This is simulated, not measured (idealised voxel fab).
Proc. module: voxel double patterning
FYI the section here is cut, 170 nm wide, cells are 5 nm squares.
Bands, listed from the top down, are how a cross-section gets written in this document; the cross-section itself is a grid of square cells, and a band is one or more rows of them.
Band entry format. Leading values: height of top, height of bottom, nm. Remainder: materials in left-to-right order, each with its width in nm. Special words: "full width" on a single material, which then fills the band edge to edge; "blank", empty space.
Below 0: as-received wafer, all one material; heights counted from there. Lowest band: no bottom, goes on down, written "from 0 down".
The notation "30->40" denotes a width that varies across the rows of cells in the band, beginning at the first number in the top row, finishing at the second number in the bottom row, and changing by an identical amount from each row to the next.
A step reported as "all unchanged" is a step in which no cell of the cross-section changed.
"Tabulated closed voids" - sealed voids, min. 8 cells, no opening to top; format: width x height at distance (distance from left edge; nm throughout).
What comes after the settings on a step's line is commentary from the simulator itself on that step.
overlay nm: mask offset rightward from planned place, masked step; negative means leftward offset.
[Intended process steps]
1. RECEIVE | material Si
2. CONFORMAL_DEP | material SiN | thk nm 10
3. DIRECTIONAL_DEP | material SiO2 | thk nm 10
4. DIRECTIONAL_DEP | material SiCN | thk nm 5
5. MASKED_ETCH | tone open | mask id FIRST | width nm 15 | pitch nm 50 | etch materials SiCN | depth nm 5 | overlay nm 0
6. PATTERN | tone open | mask id SECOND | material resist | width nm 15 | thk nm 20 | overlay nm 0
7. DIRECTIONAL_ETCH | etch materials SiCN | depth nm 5
8. STRIP | etch materials resist
9. DIRECTIONAL_ETCH | etch materials SiO2 | depth nm 10
10. STRIP | etch materials SiCN
[Cross-section of the wafer at receipt, which is the condition after step 1]
> from 0 down: Si full width
> Tabulated closed voids: none
[End state of the module in cross-section, given the above starting point and plan and one mistake in execution]
> from 20 to 10: SiO2=50 | blank=15 | SiO2=15 | blank=15 | SiO2=5 | blank=15 | SiO2=55
> from 10 to 0: SiN full width
> from 0 down: Si full width
> Tabulated closed voids: none
Processing error: step 6 was not run as planned; what actually ran was PATTERN | tone open | mask id SECOND | material resist | width nm 15 | thk nm 20 | overlay nm 5
